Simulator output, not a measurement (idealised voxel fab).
process module | voxel self aligned vias
cross-section cut | 295 nm wide | cells 5 nm
A cross-section is a grid of square cells, given in bands from the top down. A band is one or more rows of cells.
Each band's line starts with the height of the band's top and of its bottom, in nm. Then come its materials from left to right, each with its width in nm. One material with "throughout" fills the band from edge to edge. "air" is empty space.
Height 0 is the level under which the wafer as received is all one material. The lowest band goes on downwards, as in "0 down".
A width such as "30 to 40" changes by the same amount from each row of cells to the next, from the band's top row to its bottom row.
"no change" after a step means that no cell of the cross-section changed.
closed voids: empty space of 8 cells or more with no open way to the top, each as width x height at its distance from the left edge, in nm
after a step's settings: what the simulator itself notes on the step
overlay nm, on a step with a mask: how far to the right of its planned place the mask lay; to the left if negative
plan
1 op RECEIVE | material Si
2 op CONFORMAL_DEP | material SiO2 | thk nm 15
3 op CONFORMAL_DEP | material SiCN | thk nm 5
4 op DIRECTIONAL_DEP | material SiO2 | thk nm 20
5 op PATTERN | tone open | mask id LINES | material resist | width nm 20 | pitch nm 60 | thk nm 15 | overlay nm 0
6 op DIRECTIONAL_ETCH | etch materials SiO2 | depth nm 20
7 op STRIP | etch materials resist
8 op CONFORMAL_DEP | material TiN | thk nm 5
9 op FILL_DEP | material Ru | thk nm 5
10 op CMP | height nm 40
11 op SELECTIVE_ETCH | etch materials W Ru TiN | depth nm 5
12 op FILL_DEP | material SiN | thk nm 5
13 op CMP | height nm 40
14 op DIRECTIONAL_DEP | material SiO2 | thk nm 20
15 op PATTERN | tone open | mask id VIAS | material resist | width nm 30 | pitch nm 60 | thk nm 20 | overlay nm 0
16 op DIRECTIONAL_ETCH | etch materials SiO2 | depth nm 20
17 op DIRECTIONAL_ETCH | etch materials SiN | depth nm 5
18 op STRIP | etch materials resist
19 op CONFORMAL_DEP | material TiN | thk nm 5
20 op FILL_DEP | material Cu | thk nm 10
21 op CMP | height nm 60
22 op CONFORMAL_DEP | material SiN | thk nm 5
as received, after step 1
  0 down: Si throughout
  closed voids: none
a wafer at the end: this start, this plan, one mistake
  65 to 60: SiN throughout
  60 to 45: SiO2 65 | TiN 5 | Cu 20 | TiN 5 | SiO2 30 | TiN 5 | Cu 20 | TiN 5 | SiO2 30 | TiN 5 | Cu 20 | TiN 5 | SiO2 80
  45 to 40: SiO2 65 | TiN 15 | Cu 10 | TiN 5 | SiO2 30 | TiN 15 | Cu 10 | TiN 5 | SiO2 30 | TiN 15 | Cu 10 | TiN 5 | SiO2 80
  40 to 35: SiO2 75 | TiN 20 | SiO2 40 | TiN 20 | SiO2 40 | TiN 20 | SiO2 80
  35 to 25: SiO2 75 | TiN 5 | Ru 10 | TiN 5 | SiO2 40 | TiN 5 | Ru 10 | TiN 5 | SiO2 40 | TiN 5 | Ru 10 | TiN 5 | SiO2 80
  25 to 20: SiO2 75 | TiN 20 | SiO2 40 | TiN 20 | SiO2 40 | TiN 20 | SiO2 80
  20 to 15: SiCN throughout
  15 to 0: SiO2 throughout
  0 down: Si throughout
  closed voids: none
what went wrong: step 15 ran as: op PATTERN | tone open | mask id VIAS | material resist | width nm 30 | pitch nm 60 | thk nm 20 | overlay nm -5
